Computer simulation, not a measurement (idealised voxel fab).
Process module heading - voxel local oxidation
Square cell edge 5 nm, section width 170 nm, ID cut.
A cross-section is a grid of square cells, given in bands from the top down. A band is one or more rows of cells.
The band entry comprises the height of the band's top followed by the height of its bottom, expressed in nm, and subsequently the band's materials from left to right, each stated together with its width in nm. Where a single material is marked with the word "edge to edge", that material fills the band from edge to edge. The word "air" represents empty space.
It should be noted that heights are counted from 0, beneath which the wafer as supplied is of one material throughout, and that the lowest band possesses no lower boundary but continues downward, as written in "0 -> down".
Top row gets the first number, bottom row gets the second, and each row in between changes by the same step: that is how a band width like "30->40" works.
Any step labelled "identical to before" changed none of the cells in the cross-section.
The entry "Sealed internal voids" lists the empty spaces that cover at least 8 cells and have no open path to the top. Each is written as width x height at distance, where the distance is measured from the left edge and all three values are in nm.
It should be noted that, on the line of a given step, the content following the step's settings is a remark produced by the simulator itself with respect to that step.
overlay nm: where the mask lay relative to plan, measured to the right, on steps with a mask; negatives go left.
### The following list gives the planned process steps
1. RECEIVE, material Si
2. CONFORMAL_DEP, material SiO2, thk nm 5
3. CONFORMAL_DEP, material SiN, thk nm 15
4. PATTERN, tone cover, mask id ACTIVE, material resist, width nm 110, thk nm 15, overlay nm 0
5. DIRECTIONAL_ETCH, etch materials SiN, depth nm 15
6. STRIP, etch materials resist
7. SELECTIVE_ETCH, etch materials SiO2, depth nm 5
8. OXIDIZE, depth nm 15
9. STRIP, etch materials SiN
Where the wafers of this document differ is in the width nm of step 4; they start out the same, and the plan states the value that applied to the first wafer.
### Cut through the first of several wafers as received, post step 1
0 -> down | Si edge to edge
Sealed internal voids: none
### End of module, by wafer: material-by-material cell gain (+) or loss (-) since receipt, then closed voids
width nm 110 | -60 Si | +80 SiO2 | Sealed internal voids: none
width nm 115 | -57 Si | +78 SiO2 | Sealed internal voids: none
width nm 120 | -54 Si | +76 SiO2 | Sealed internal voids: none
width nm 125 | -51 Si | +74 SiO2 | Sealed internal voids: none
width nm 130 | -48 Si | +72 SiO2 | Sealed internal voids: none
width nm 135 | -45 Si | +70 SiO2 | Sealed internal voids: none
